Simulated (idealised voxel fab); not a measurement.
The process module presented herein is designated voxel capacitor over wiring.
It is cross-section cut that appears here, measuring 250 nm in width, its square cells being 5 nm in size.
Notation: cross-section as square-cell grid; stated in bands, top first, going down; one or more cell rows per band. Quick guide to a band line: top height, bottom height (nm) up front; then every material left to right with its width in nm. Only one material and it's marked "all across"? Then it fills the band edge to edge. And "blank" just means empty space. Height reference: 0 = level under which incoming wafer is all one material. Lowest band: no bottom, runs on downward, e.g. "0 nm and below". A width given as "30 to 40" starts at the first number in the band's top row and ends at the second number in its bottom row, shifting by an equal amount at every step from row to row. "remained the same" for a step: no cell of the cross-section changed in that step. The entry "Completely enclosed voids" lists the empty spaces that cover at least 8 cells and have no open path to the top. Each is written as width x height at distance, where the distance is measured from the left edge and all three values are in nm. The remark found on a step's line after its settings is issued by the simulator itself and pertains to that step. The optional step-line setting "overlay nm" applies to steps with a mask and quantifies how far to the right of its planned location the mask lay, a negative value indicating leftward placement. Everything after this point is organized in pairs: a cross-section before one process step, a cross-section after it that shows only as deep as the lowest changed band, and, under the pair, the intervening step with its settings. Because different runs of this module on the same starting wafer can supply different pairs, a pair continues from the pair above it only if its entry headed "Pre-step geometry" says so.

Pre-step geometry:
	100 nm to 85 nm = blank: 85 | aC: 55 | blank: 110
	85 nm to 75 nm = aC: 85 | TiN: 55 | aC: 110
	75 nm to 70 nm = aC: 85 | Al2O3: 55 | aC: 110
	70 nm to 60 nm = Al2O3 all across
	60 nm to 55 nm = TiN all across
	55 nm to 40 nm = SiO2: 85 | TiN: 5 | Cu: 5 | TiN: 5 | SiO2: 150
	40 nm to 35 nm = SiCN: 85 | TiN: 15 | SiCN: 150
	35 nm to 20 nm = lowk: 75 | W: 25 | lowk: 50 | W: 25 | lowk: 75
	20 nm to 15 nm = lowk: 75 | TiN: 25 | lowk: 50 | TiN: 25 | lowk: 75
	15 nm to 0 nm = SiO2 all across
	0 nm and below = Si all across
	Completely enclosed voids: none

Structure After Step:
	130 nm to 100 nm = blank: 80 | resist: 65 | blank: 105
	100 nm to 85 nm = blank: 80 | resist: 5 | aC: 55 | resist: 5 | blank: 105
	Lower than 85, everything is as it was.
	Completely enclosed voids: none
As a process note, the step between the before and after cross-sections shown above is PATTERN | tone cover | mask id LOWER_PLATE | material resist | width nm 65 | thk nm 30 | overlay nm 0

Pre-step geometry: = after-state of the pair above.

Structure After Step:
	115 nm to 100 nm = blank: 80 | resist: 65 | blank: 105
	100 nm to 85 nm = blank: 80 | resist: 5 | aC: 55 | resist: 5 | blank: 105
	85 nm to 75 nm = blank: 80 | aC: 5 | TiN: 55 | aC: 5 | blank: 105
	75 nm to 70 nm = blank: 80 | aC: 5 | Al2O3: 55 | aC: 5 | blank: 105
	Lower than 70, everything is as it was.
	Completely enclosed voids: none
As a process note, the step between the before and after cross-sections shown above is DIRECTIONAL_ETCH | etch materials aC | depth nm 15

Pre-step geometry: = after-state of the pair above.

Structure After Step:
	100 nm to 85 nm = blank: 85 | aC: 55 | blank: 110
	Lower than 85, everything is as it was.
	Completely enclosed voids: none
As a process note, the step between the before and after cross-sections shown above is STRIP | etch materials resist

Pre-step geometry: = after-state of the pair above.

Structure After Step:
	85 nm to 75 nm = blank: 85 | TiN: 55 | blank: 110
	75 nm to 70 nm = blank: 85 | Al2O3: 55 | blank: 110
	Lower than 70, everything is as it was.
	Completely enclosed voids: none
As a process note, the step between the before and after cross-sections shown above is STRIP | etch materials aC

Pre-step geometry: = after-state of the pair above.

Structure After Step:
	105 nm to 85 nm = SiO2 all across
	85 nm to 75 nm = SiO2: 85 | TiN: 55 | SiO2: 110
	75 nm to 70 nm = SiO2: 85 | Al2O3: 55 | SiO2: 110
	Lower than 70, everything is as it was.
	Completely enclosed voids: none
As a process note, the step between the before and after cross-sections shown above is FILL_DEP | material SiO2 | thk nm 20

Pre-step geometry: = after-state of the pair above.

Structure After Step:
	90 nm to 85 nm = SiO2 all across
	Lower than 85, everything is as it was.
	Completely enclosed voids: none
As a process note, the step between the before and after cross-sections shown above is CMP | height nm 90

Pre-step geometry: = after-state of the pair above.

Structure After Step:
	100 nm to 90 nm = aC all across
	Lower than 90, everything is as it was.
	Completely enclosed voids: none
As a process note, the step between the before and after cross-sections shown above is DIRECTIONAL_DEP | material aC | thk nm 10

Pre-step geometry: = after-state of the pair above.

Structure After Step:
	130 nm to 100 nm = resist: 95 | blank: 15 | resist: 140
	Lower than 100, everything is as it was.
	Completely enclosed voids: none
As a process note, the step between the before and after cross-sections shown above is PATTERN | tone open | mask id PLUG_2 | material resist | width nm 15 | thk nm 30 | overlay nm 0

Pre-step geometry: = after-state of the pair above.

Structure After Step:
	120 nm to 100 nm = resist: 95 | blank: 15 | resist: 140
	100 nm to 90 nm = aC: 95 | blank: 15 | aC: 140
	Lower than 90, everything is as it was.
	Completely enclosed voids: none
As a process note, the step between the before and after cross-sections shown above is DIRECTIONAL_ETCH | etch materials aC | depth nm 10

Pre-step geometry: = after-state of the pair above.

Structure After Step:
	100 nm to 90 nm = aC: 95 | blank: 15 | aC: 140
	Lower than 90, everything is as it was.
	Completely enclosed voids: none
As a process note, the step between the before and after cross-sections shown above is STRIP | etch materials resist

Pre-step geometry: = after-state of the pair above.

Structure After Step:
	100 nm to 90 nm = aC: 95 | blank: 15 | aC: 140
	90 nm to 85 nm = SiO2: 95 | blank: 15 | SiO2: 140
	Lower than 85, everything is as it was.
	Completely enclosed voids: none
As a process note, the step between the before and after cross-sections shown above is DIRECTIONAL_ETCH | etch materials SiO2 | depth nm 15

Pre-step geometry: = after-state of the pair above.

Structure After Step:
	90 nm to 85 nm = SiO2: 95 | blank: 15 | SiO2: 140
	Lower than 85, everything is as it was.
	Completely enclosed voids: none
As a process note, the step between the before and after cross-sections shown above is STRIP | etch materials aC

Pre-step geometry: = after-state of the pair above.

Structure After Step:
	95 nm to 90 nm = TiN: 100 | blank: 5 | TiN: 145
	90 nm to 85 nm = SiO2: 95 | TiN: 15 | SiO2: 140
	Lower than 85, everything is as it was.
	Completely enclosed voids: none
As a process note, the step between the before and after cross-sections shown above is CONFORMAL_DEP | material TiN | thk nm 5

Pre-step geometry: = after-state of the pair above.

Structure After Step:
	100 nm to 95 nm = W all across
	95 nm to 90 nm = TiN: 100 | W: 5 | TiN: 145
	Lower than 90, everything is as it was.
	Completely enclosed voids: none
As a process note, the step between the before and after cross-sections shown above is FILL_DEP | material W | thk nm 5

Pre-step geometry: = after-state of the pair above.

Structure After Step:
	90 nm to 85 nm = SiO2: 95 | TiN: 15 | SiO2: 140
	Lower than 85, everything is as it was.
	Completely enclosed voids: none
As a process note, the step between the before and after cross-sections shown above is CMP | height nm 90

Pre-step geometry: = after-state of the pair above.

Structure After Step:
	95 nm to 90 nm = SiCN all across
	Lower than 90, everything is as it was.
	Completely enclosed voids: none
As a process note, the step between the before and after cross-sections shown above is CONFORMAL_DEP | material SiCN | thk nm 5

Pre-step geometry:
	35 nm to 20 nm = W all across
	20 nm to 15 nm = TiN all across
	15 nm to 0 nm = SiO2 all across
	0 nm and below = Si all across
	Completely enclosed voids: none

Structure After Step:
	35 nm to 20 nm = blank: 80 | W: 15 | blank: 60 | W: 15 | blank: 80
	Lower than 20, everything is as it was.
	Completely enclosed voids: none
As a process note, the step between the before and after cross-sections shown above is MASKED_ETCH | tone cover | mask id METAL_1 | width nm 15 | pitch nm 75 | etch materials W | depth nm 15 | overlay nm 0

Pre-step geometry: = after-state of the pair above.

Structure After Step:
	35 nm to 20 nm = blank: 80 | W: 15 | blank: 60 | W: 15 | blank: 80
	20 nm to 15 nm = blank: 75 | TiN: 25 | blank: 50 | TiN: 25 | blank: 75
	Lower than 15, everything is as it was.
	Completely enclosed voids: none
As a process note, the step between the before and after cross-sections shown above is MASKED_ETCH | tone cover | mask id METAL_1 | width nm 25 | pitch nm 75 | etch materials TiN | depth nm 5 | overlay nm 0

Pre-step geometry: = after-state of the pair above.

Structure After Step:
	45 nm to 35 nm = lowk all across
	35 nm to 20 nm = lowk: 80 | W: 15 | lowk: 60 | W: 15 | lowk: 80
	20 nm to 15 nm = lowk: 75 | TiN: 25 | lowk: 50 | TiN: 25 | lowk: 75
	Lower than 15, everything is as it was.
	Completely enclosed voids: none
As a process note, the step between the before and after cross-sections shown above is FILL_DEP | material lowk | thk nm 10

Pre-step geometry: = after-state of the pair above.

Structure After Step:
	35 nm to 20 nm = lowk: 80 | W: 15 | lowk: 60 | W: 15 | lowk: 80
	Lower than 20, everything is as it was.
	Completely enclosed voids: none
As a process note, the step between the before and after cross-sections shown above is CMP | height nm 35

Pre-step geometry: = after-state of the pair above.

Structure After Step:
	40 nm to 35 nm = SiCN all across
	Lower than 35, everything is as it was.
	Completely enclosed voids: none
As a process note, the step between the before and after cross-sections shown above is CONFORMAL_DEP | material SiCN | thk nm 5

Pre-step geometry: = after-state of the pair above.

Structure After Step:
	55 nm to 40 nm = SiO2 all across
	Lower than 40, everything is as it was.
	Completely enclosed voids: none
As a process note, the step between the before and after cross-sections shown above is DIRECTIONAL_DEP | material SiO2 | thk nm 15

Pre-step geometry: = after-state of the pair above.

Structure After Step:
	70 nm to 55 nm = aC all across
	Lower than 55, everything is as it was.
	Completely enclosed voids: none
As a process note, the step between the before and after cross-sections shown above is DIRECTIONAL_DEP | material aC | thk nm 15

Pre-step geometry: = after-state of the pair above.

Structure After Step:
	100 nm to 70 nm = resist: 85 | blank: 15 | resist: 150
	Lower than 70, everything is as it was.
	Completely enclosed voids: none
As a process note, the step between the before and after cross-sections shown above is PATTERN | tone open | mask id PLUG_1 | material resist | width nm 15 | thk nm 30 | overlay nm 0

Pre-step geometry: = after-state of the pair above.

Structure After Step:
	85 nm to 70 nm = resist: 85 | blank: 15 | resist: 150
	70 nm to 55 nm = aC: 85 | blank: 15 | aC: 150
	Lower than 55, everything is as it was.
	Completely enclosed voids: none
As a process note, the step between the before and after cross-sections shown above is DIRECTIONAL_ETCH | etch materials aC | depth nm 15

Pre-step geometry: = after-state of the pair above.

Structure After Step:
	70 nm to 55 nm = aC: 85 | blank: 15 | aC: 150
	Lower than 55, everything is as it was.
	Completely enclosed voids: none
As a process note, the step between the before and after cross-sections shown above is STRIP | etch materials resist

Pre-step geometry: = after-state of the pair above.

Structure After Step:
	70 nm to 55 nm = aC: 85 | blank: 15 | aC: 150
	55 nm to 40 nm = SiO2: 85 | blank: 15 | SiO2: 150
	Lower than 40, everything is as it was.
	Completely enclosed voids: none
As a process note, the step between the before and after cross-sections shown above is DIRECTIONAL_ETCH | etch materials SiO2 | depth nm 15

Pre-step geometry: = after-state of the pair above.

Structure After Step:
	70 nm to 55 nm = aC: 85 | blank: 15 | aC: 150
	55 nm to 40 nm = SiO2: 85 | blank: 15 | SiO2: 150
	40 nm to 35 nm = SiCN: 85 | blank: 15 | SiCN: 150
	Lower than 35, everything is as it was.
	Completely enclosed voids: none
As a process note, the step between the before and after cross-sections shown above is DIRECTIONAL_ETCH | etch materials SiCN | depth nm 5

Pre-step geometry: = after-state of the pair above.

Structure After Step:
	55 nm to 40 nm = SiO2: 85 | blank: 15 | SiO2: 150
	Lower than 40, everything is as it was.
	Completely enclosed voids: none
As a process note, the step between the before and after cross-sections shown above is STRIP | etch materials aC

Pre-step geometry: = after-state of the pair above.

Structure After Step:
	60 nm to 55 nm = TiN: 90 | blank: 5 | TiN: 155
	55 nm to 40 nm = SiO2: 85 | TiN: 5 | blank: 5 | TiN: 5 | SiO2: 150
	40 nm to 35 nm = SiCN: 85 | TiN: 15 | SiCN: 150
	Lower than 35, everything is as it was.
	Completely enclosed voids: none
As a process note, the step between the before and after cross-sections shown above is CONFORMAL_DEP | material TiN | thk nm 5

Pre-step geometry: = after-state of the pair above.

Structure After Step:
	70 nm to 60 nm = Cu all across
	60 nm to 55 nm = TiN: 90 | Cu: 5 | TiN: 155
	55 nm to 40 nm = SiO2: 85 | TiN: 5 | Cu: 5 | TiN: 5 | SiO2: 150
	Lower than 40, everything is as it was.
	Completely enclosed voids: none
As a process note, the step between the before and after cross-sections shown above is FILL_DEP | material Cu | thk nm 10

Pre-step geometry: = after-state of the pair above.

Structure After Step:
	55 nm to 40 nm = SiO2: 85 | TiN: 5 | Cu: 5 | TiN: 5 | SiO2: 150
	Lower than 40, everything is as it was.
	Completely enclosed voids: none
As a process note, the step between the before and after cross-sections shown above is CMP | height nm 55

Pre-step geometry: = after-state of the pair above.

Structure After Step:
	60 nm to 55 nm = TiN all across
	Lower than 55, everything is as it was.
	Completely enclosed voids: none
As a process note, the step between the before and after cross-sections shown above is DIRECTIONAL_DEP | material TiN | thk nm 5

Pre-step geometry: = after-state of the pair above.

Structure After Step:
	65 nm to 60 nm = Al2O3 all across
	Lower than 60, everything is as it was.
	Completely enclosed voids: none
As a process note, the step between the before and after cross-sections shown above is DIRECTIONAL_DEP | material Al2O3 | thk nm 5

Pre-step geometry: = after-state of the pair above.

Structure After Step:
	75 nm to 65 nm = TiN all across
	Lower than 65, everything is as it was.
	Completely enclosed voids: none
As a process note, the step between the before and after cross-sections shown above is DIRECTIONAL_DEP | material TiN | thk nm 10

Pre-step geometry: = after-state of the pair above.

Structure After Step:
	85 nm to 75 nm = aC all across
	Lower than 75, everything is as it was.
	Completely enclosed voids: none
As a process note, the step between the before and after cross-sections shown above is DIRECTIONAL_DEP | material aC | thk nm 10

Pre-step geometry: = after-state of the pair above.

Structure After Step:
	115 nm to 85 nm = blank: 85 | resist: 55 | blank: 110
	Lower than 85, everything is as it was.
	Completely enclosed voids: none
As a process note, the step between the before and after cross-sections shown above is PATTERN | tone cover | mask id UPPER_PLATE | material resist | width nm 55 | thk nm 30 | overlay nm 0

Pre-step geometry: = after-state of the pair above.

Structure After Step:
	105 nm to 85 nm = blank: 85 | resist: 55 | blank: 110
	85 nm to 75 nm = blank: 85 | aC: 55 | blank: 110
	Lower than 75, everything is as it was.
	Completely enclosed voids: none
As a process note, the step between the before and after cross-sections shown above is DIRECTIONAL_ETCH | etch materials aC | depth nm 10

Pre-step geometry: = after-state of the pair above.

Structure After Step:
	85 nm to 75 nm = blank: 85 | aC: 55 | blank: 110
	Lower than 75, everything is as it was.
	Completely enclosed voids: none
As a process note, the step between the before and after cross-sections shown above is STRIP | etch materials resist

Pre-step geometry: = after-state of the pair above.

Structure After Step:
	85 nm to 75 nm = blank: 85 | aC: 55 | blank: 110
	75 nm to 65 nm = blank: 85 | TiN: 55 | blank: 110
	Lower than 65, everything is as it was.
	Completely enclosed voids: none
As a process note, the step between the before and after cross-sections shown above is DIRECTIONAL_ETCH | etch materials TiN | depth nm 10

Pre-step geometry: = after-state of the pair above.

Structure After Step:
	85 nm to 75 nm = blank: 85 | aC: 55 | blank: 110
	75 nm to 65 nm = blank: 85 | TiN: 55 | blank: 110
	65 nm to 60 nm = blank: 85 | Al2O3: 55 | blank: 110
	Lower than 60, everything is as it was.
	Completely enclosed voids: none
As a process note, the step between the before and after cross-sections shown above is DIRECTIONAL_ETCH | etch materials Al2O3 | depth nm 5

Pre-step geometry: = after-state of the pair above.

Structure After Step:
	75 nm to 65 nm = blank: 85 | TiN: 55 | blank: 110
	Lower than 65, everything is as it was.
	Completely enclosed voids: none
As a process note, the step between the before and after cross-sections shown above is STRIP | etch materials aC

Pre-step geometry: = after-state of the pair above.

Structure After Step:
	90 nm to 75 nm = blank: 85 | aC: 55 | blank: 110
	75 nm to 65 nm = aC: 85 | TiN: 55 | aC: 110
	65 nm to 60 nm = aC: 85 | Al2O3: 55 | aC: 110
	Lower than 60, everything is as it was.
	Completely enclosed voids: none
As a process note, the step between the before and after cross-sections shown above is DIRECTIONAL_DEP | material aC | thk nm 15

Pre-step geometry: = after-state of the pair above.

Structure After Step:
	120 nm to 90 nm = blank: 80 | resist: 65 | blank: 105
	90 nm to 75 nm = blank: 80 | resist: 5 | aC: 55 | resist: 5 | blank: 105
	Lower than 75, everything is as it was.
	Completely enclosed voids: none
As a process note, the step between the before and after cross-sections shown above is PATTERN | tone cover | mask id LOWER_PLATE | material resist | width nm 65 | thk nm 30 | overlay nm 0

Pre-step geometry: = after-state of the pair above.

Structure After Step:
	105 nm to 90 nm = blank: 80 | resist: 65 | blank: 105
	90 nm to 75 nm = blank: 80 | resist: 5 | aC: 55 | resist: 5 | blank: 105
	75 nm to 65 nm = blank: 80 | aC: 5 | TiN: 55 | aC: 5 | blank: 105
	65 nm to 60 nm = blank: 80 | aC: 5 | Al2O3: 55 | aC: 5 | blank: 105
	Lower than 60, everything is as it was.
	Completely enclosed voids: none
As a process note, the step between the before and after cross-sections shown above is DIRECTIONAL_ETCH | etch materials aC | depth nm 15

Pre-step geometry: = after-state of the pair above.

Structure After Step:
	90 nm to 75 nm = blank: 85 | aC: 55 | blank: 110
	Lower than 75, everything is as it was.
	Completely enclosed voids: none
As a process note, the step between the before and after cross-sections shown above is STRIP | etch materials resist

Pre-step geometry: = after-state of the pair above.

Structure After Step:
	90 nm to 75 nm = blank: 85 | aC: 55 | blank: 110
	75 nm to 65 nm = blank: 80 | aC: 5 | TiN: 55 | aC: 5 | blank: 105
	65 nm to 60 nm = blank: 80 | aC: 5 | Al2O3: 55 | aC: 5 | blank: 105
	60 nm to 55 nm = blank: 80 | TiN: 65 | blank: 105
	Lower than 55, everything is as it was.
	Completely enclosed voids: none
As a process note, the step between the before and after cross-sections shown above is DIRECTIONAL_ETCH | etch materials TiN | depth nm 5

Pre-step geometry: = after-state of the pair above.

Structure After Step:
	75 nm to 65 nm = blank: 85 | TiN: 55 | blank: 110
	65 nm to 60 nm = blank: 85 | Al2O3: 55 | blank: 110
	Lower than 60, everything is as it was.
	Completely enclosed voids: none
As a process note, the step between the before and after cross-sections shown above is STRIP | etch materials aC

Pre-step geometry: = after-state of the pair above.

Structure After Step:
	95 nm to 75 nm = SiO2 all across
	75 nm to 65 nm = SiO2: 85 | TiN: 55 | SiO2: 110
	65 nm to 60 nm = SiO2: 85 | Al2O3: 55 | SiO2: 110
	60 nm to 55 nm = SiO2: 80 | TiN: 65 | SiO2: 105
	Lower than 55, everything is as it was.
	Completely enclosed voids: none
As a process note, the step between the before and after cross-sections shown above is FILL_DEP | material SiO2 | thk nm 20

Pre-step geometry: = after-state of the pair above.

Structure After Step:
	90 nm to 75 nm = SiO2 all across
	Lower than 75, everything is as it was.
	Completely enclosed voids: none
As a process note, the step between the before and after cross-sections shown above is CMP | height nm 90

Pre-step geometry: = after-state of the pair above.

Structure After Step:
	100 nm to 90 nm = aC all across
	Lower than 90, everything is as it was.
	Completely enclosed voids: none
As a process note, the step between the before and after cross-sections shown above is DIRECTIONAL_DEP | material aC | thk nm 10

Pre-step geometry: = after-state of the pair above.

Structure After Step:
	130 nm to 100 nm = resist: 95 | blank: 15 | resist: 140
	Lower than 100, everything is as it was.
	Completely enclosed voids: none
As a process note, the step between the before and after cross-sections shown above is PATTERN | tone open | mask id PLUG_2 | material resist | width nm 15 | thk nm 30 | overlay nm 0

Pre-step geometry: = after-state of the pair above.

Structure After Step:
	120 nm to 100 nm = resist: 95 | blank: 15 | resist: 140
	100 nm to 90 nm = aC: 95 | blank: 15 | aC: 140
	Lower than 90, everything is as it was.
	Completely enclosed voids: none
As a process note, the step between the before and after cross-sections shown above is DIRECTIONAL_ETCH | etch materials aC | depth nm 10

Pre-step geometry: = after-state of the pair above.

Structure After Step:
	100 nm to 90 nm = aC: 95 | blank: 15 | aC: 140
	Lower than 90, everything is as it was.
	Completely enclosed voids: none
As a process note, the step between the before and after cross-sections shown above is STRIP | etch materials resist

Pre-step geometry: = after-state of the pair above.

Structure After Step:
	100 nm to 90 nm = aC: 95 | blank: 15 | aC: 140
	90 nm to 75 nm = SiO2: 95 | blank: 15 | SiO2: 140
	Lower than 75, everything is as it was.
	Completely enclosed voids: none
As a process note, the step between the before and after cross-sections shown above is DIRECTIONAL_ETCH | etch materials SiO2 | depth nm 15

Pre-step geometry: = after-state of the pair above.

Structure After Step:
	90 nm to 75 nm = SiO2: 95 | blank: 15 | SiO2: 140
	Lower than 75, everything is as it was.
	Completely enclosed voids: none
As a process note, the step between the before and after cross-sections shown above is STRIP | etch materials aC

Pre-step geometry: = after-state of the pair above.

Structure After Step:
	95 nm to 90 nm = TiN: 100 | blank: 5 | TiN: 145
	90 nm to 80 nm = SiO2: 95 | TiN: 5 | blank: 5 | TiN: 5 | SiO2: 140
	80 nm to 75 nm = SiO2: 95 | TiN: 15 | SiO2: 140
	Lower than 75, everything is as it was.
	Completely enclosed voids: none
As a process note, the step between the before and after cross-sections shown above is CONFORMAL_DEP | material TiN | thk nm 5

Pre-step geometry: = after-state of the pair above.

Structure After Step:
	100 nm to 95 nm = W all across
	95 nm to 90 nm = TiN: 100 | W: 5 | TiN: 145
	90 nm to 80 nm = SiO2: 95 | TiN: 5 | W: 5 | TiN: 5 | SiO2: 140
	Lower than 80, everything is as it was.
	Completely enclosed voids: none
As a process note, the step between the before and after cross-sections shown above is FILL_DEP | material W | thk nm 5

Pre-step geometry: = after-state of the pair above.

Structure After Step:
	90 nm to 80 nm = SiO2: 95 | TiN: 5 | W: 5 | TiN: 5 | SiO2: 140
	Lower than 80, everything is as it was.
	Completely enclosed voids: none
As a process note, the step between the before and after cross-sections shown above is CMP | height nm 90

Pre-step geometry: = after-state of the pair above.

Structure After Step:
	95 nm to 90 nm = SiCN all across
	Lower than 90, everything is as it was.
	Completely enclosed voids: none
As a process note, the step between the before and after cross-sections shown above is CONFORMAL_DEP | material SiCN | thk nm 5

Pre-step geometry:
	35 nm to 20 nm = W all across
	20 nm to 15 nm = TiN all across
	15 nm to 0 nm = SiO2 all across
	0 nm and below = Si all across
	Completely enclosed voids: none

Structure After Step:
	35 nm to 20 nm = blank: 85 | W: 25 | blank: 50 | W: 25 | blank: 65
	Lower than 20, everything is as it was.
	Completely enclosed voids: none
As a process note, the step between the before and after cross-sections shown above is MASKED_ETCH | tone cover | mask id METAL_1 | width nm 25 | pitch nm 75 | etch materials W | depth nm 15 | overlay nm 10

Pre-step geometry: = after-state of the pair above.

Structure After Step:
	35 nm to 20 nm = blank: 85 | W: 25 | blank: 50 | W: 25 | blank: 65
	20 nm to 15 nm = blank: 75 | TiN: 35 | blank: 40 | TiN: 35 | blank: 65
	Lower than 15, everything is as it was.
	Completely enclosed voids: none
As a process note, the step between the before and after cross-sections shown above is MASKED_ETCH | tone cover | mask id METAL_1 | width nm 25 | pitch nm 75 | etch materials TiN | depth nm 5 | overlay nm 0

Pre-step geometry: = after-state of the pair above.

Structure After Step:
	45 nm to 35 nm = lowk all across
	35 nm to 20 nm = lowk: 85 | W: 25 | lowk: 50 | W: 25 | lowk: 65
	20 nm to 15 nm = lowk: 75 | TiN: 35 | lowk: 40 | TiN: 35 | lowk: 65
	Lower than 15, everything is as it was.
	Completely enclosed voids: none
As a process note, the step between the before and after cross-sections shown above is FILL_DEP | material lowk | thk nm 10

Pre-step geometry: = after-state of the pair above.

Structure After Step:
	35 nm to 20 nm = lowk: 85 | W: 25 | lowk: 50 | W: 25 | lowk: 65
	Lower than 20, everything is as it was.
	Completely enclosed voids: none
As a process note, the step between the before and after cross-sections shown above is CMP | height nm 35

Pre-step geometry: = after-state of the pair above.

Structure After Step:
	40 nm to 35 nm = SiCN all across
	Lower than 35, everything is as it was.
	Completely enclosed voids: none
As a process note, the step between the before and after cross-sections shown above is CONFORMAL_DEP | material SiCN | thk nm 5

Pre-step geometry: = after-state of the pair above.

Structure After Step:
	55 nm to 40 nm = SiO2 all across
	Lower than 40, everything is as it was.
	Completely enclosed voids: none
As a process note, the step between the before and after cross-sections shown above is DIRECTIONAL_DEP | material SiO2 | thk nm 15

Pre-step geometry: = after-state of the pair above.

Structure After Step:
	70 nm to 55 nm = aC all across
	Lower than 55, everything is as it was.
	Completely enclosed voids: none
As a process note, the step between the before and after cross-sections shown above is DIRECTIONAL_DEP | material aC | thk nm 15

Pre-step geometry: = after-state of the pair above.

Structure After Step:
	100 nm to 70 nm = resist: 85 | blank: 15 | resist: 150
	Lower than 70, everything is as it was.
	Completely enclosed voids: none
As a process note, the step between the before and after cross-sections shown above is PATTERN | tone open | mask id PLUG_1 | material resist | width nm 15 | thk nm 30 | overlay nm 0

Pre-step geometry: = after-state of the pair above.

Structure After Step:
	85 nm to 70 nm = resist: 85 | blank: 15 | resist: 150
	70 nm to 55 nm = aC: 85 | blank: 15 | aC: 150
	Lower than 55, everything is as it was.
	Completely enclosed voids: none
As a process note, the step between the before and after cross-sections shown above is DIRECTIONAL_ETCH | etch materials aC | depth nm 15

Pre-step geometry: = after-state of the pair above.

Structure After Step:
	70 nm to 55 nm = aC: 85 | blank: 15 | aC: 150
	Lower than 55, everything is as it was.
	Completely enclosed voids: none
As a process note, the step between the before and after cross-sections shown above is STRIP | etch materials resist

Pre-step geometry: = after-state of the pair above.

Structure After Step:
	70 nm to 55 nm = aC: 85 | blank: 15 | aC: 150
	55 nm to 40 nm = SiO2: 85 | blank: 15 | SiO2: 150
	Lower than 40, everything is as it was.
	Completely enclosed voids: none
As a process note, the step between the before and after cross-sections shown above is DIRECTIONAL_ETCH | etch materials SiO2 | depth nm 15

Pre-step geometry: = after-state of the pair above.

Structure After Step:
	70 nm to 55 nm = aC: 85 | blank: 15 | aC: 150
	55 nm to 40 nm = SiO2: 85 | blank: 15 | SiO2: 150
	40 nm to 35 nm = SiCN: 85 | blank: 15 | SiCN: 150
	Lower than 35, everything is as it was.
	Completely enclosed voids: none
As a process note, the step between the before and after cross-sections shown above is DIRECTIONAL_ETCH | etch materials SiCN | depth nm 5

Pre-step geometry: = after-state of the pair above.

Structure After Step:
	55 nm to 40 nm = SiO2: 85 | blank: 15 | SiO2: 150
	Lower than 40, everything is as it was.
	Completely enclosed voids: none
As a process note, the step between the before and after cross-sections shown above is STRIP | etch materials aC

Pre-step geometry: = after-state of the pair above.

Structure After Step:
	60 nm to 55 nm = TiN: 90 | blank: 5 | TiN: 155
	55 nm to 40 nm = SiO2: 85 | TiN: 5 | blank: 5 | TiN: 5 | SiO2: 150
	40 nm to 35 nm = SiCN: 85 | TiN: 15 | SiCN: 150
	Lower than 35, everything is as it was.
	Completely enclosed voids: none
As a process note, the step between the before and after cross-sections shown above is CONFORMAL_DEP | material TiN | thk nm 5

Pre-step geometry: = after-state of the pair above.

Structure After Step:
	70 nm to 60 nm = Cu all across
	60 nm to 55 nm = TiN: 90 | Cu: 5 | TiN: 155
	55 nm to 40 nm = SiO2: 85 | TiN: 5 | Cu: 5 | TiN: 5 | SiO2: 150
	Lower than 40, everything is as it was.
	Completely enclosed voids: none
As a process note, the step between the before and after cross-sections shown above is FILL_DEP | material Cu | thk nm 10

Pre-step geometry: = after-state of the pair above.

Structure After Step:
	55 nm to 40 nm = SiO2: 85 | TiN: 5 | Cu: 5 | TiN: 5 | SiO2: 150
	Lower than 40, everything is as it was.
	Completely enclosed voids: none
As a process note, the step between the before and after cross-sections shown above is CMP | height nm 55

Pre-step geometry: = after-state of the pair above.

Structure After Step:
	60 nm to 55 nm = TiN all across
	Lower than 55, everything is as it was.
	Completely enclosed voids: none
As a process note, the step between the before and after cross-sections shown above is DIRECTIONAL_DEP | material TiN | thk nm 5

Pre-step geometry: = after-state of the pair above.

Structure After Step:
	65 nm to 60 nm = Al2O3 all across
	Lower than 60, everything is as it was.
	Completely enclosed voids: none
As a process note, the step between the before and after cross-sections shown above is DIRECTIONAL_DEP | material Al2O3 | thk nm 5

Pre-step geometry: = after-state of the pair above.

Structure After Step:
	75 nm to 65 nm = TiN all across
	Lower than 65, everything is as it was.
	Completely enclosed voids: none
As a process note, the step between the before and after cross-sections shown above is DIRECTIONAL_DEP | material TiN | thk nm 10

Pre-step geometry: = after-state of the pair above.

Structure After Step:
	85 nm to 75 nm = aC all across
	Lower than 75, everything is as it was.
	Completely enclosed voids: none
As a process note, the step between the before and after cross-sections shown above is DIRECTIONAL_DEP | material aC | thk nm 10

Pre-step geometry: = after-state of the pair above.

Structure After Step:
	115 nm to 85 nm = blank: 85 | resist: 55 | blank: 110
	Lower than 85, everything is as it was.
	Completely enclosed voids: none
As a process note, the step between the before and after cross-sections shown above is PATTERN | tone cover | mask id UPPER_PLATE | material resist | width nm 55 | thk nm 30 | overlay nm 0

Pre-step geometry: = after-state of the pair above.

Structure After Step:
	105 nm to 85 nm = blank: 85 | resist: 55 | blank: 110
	85 nm to 75 nm = blank: 85 | aC: 55 | blank: 110
	Lower than 75, everything is as it was.
	Completely enclosed voids: none
As a process note, the step between the before and after cross-sections shown above is DIRECTIONAL_ETCH | etch materials aC | depth nm 10

Pre-step geometry: = after-state of the pair above.

Structure After Step:
	85 nm to 75 nm = blank: 85 | aC: 55 | blank: 110
	Lower than 75, everything is as it was.
	Completely enclosed voids: none
As a process note, the step between the before and after cross-sections shown above is STRIP | etch materials resist

Pre-step geometry: = after-state of the pair above.

Structure After Step:
	85 nm to 75 nm = blank: 85 | aC: 55 | blank: 110
	75 nm to 65 nm = blank: 85 | TiN: 55 | blank: 110
	Lower than 65, everything is as it was.
	Completely enclosed voids: none
As a process note, the step between the before and after cross-sections shown above is DIRECTIONAL_ETCH | etch materials TiN | depth nm 10

Pre-step geometry: = after-state of the pair above.

Structure After Step:
	85 nm to 75 nm = blank: 85 | aC: 55 | blank: 110
	75 nm to 65 nm = blank: 85 | TiN: 55 | blank: 110
	65 nm to 60 nm = blank: 85 | Al2O3: 55 | blank: 110
	Lower than 60, everything is as it was.
	Completely enclosed voids: none
As a process note, the step between the before and after cross-sections shown above is DIRECTIONAL_ETCH | etch materials Al2O3 | depth nm 5

Pre-step geometry: = after-state of the pair above.

Structure After Step:
	75 nm to 65 nm = blank: 85 | TiN: 55 | blank: 110
	Lower than 65, everything is as it was.
	Completely enclosed voids: none
As a process note, the step between the before and after cross-sections shown above is STRIP | etch materials aC

Pre-step geometry: = after-state of the pair above.

Structure After Step:
	90 nm to 75 nm = blank: 85 | aC: 55 | blank: 110
	75 nm to 65 nm = aC: 85 | TiN: 55 | aC: 110
	65 nm to 60 nm = aC: 85 | Al2O3: 55 | aC: 110
	Lower than 60, everything is as it was.
	Completely enclosed voids: none
As a process note, the step between the before and after cross-sections shown above is DIRECTIONAL_DEP | material aC | thk nm 15
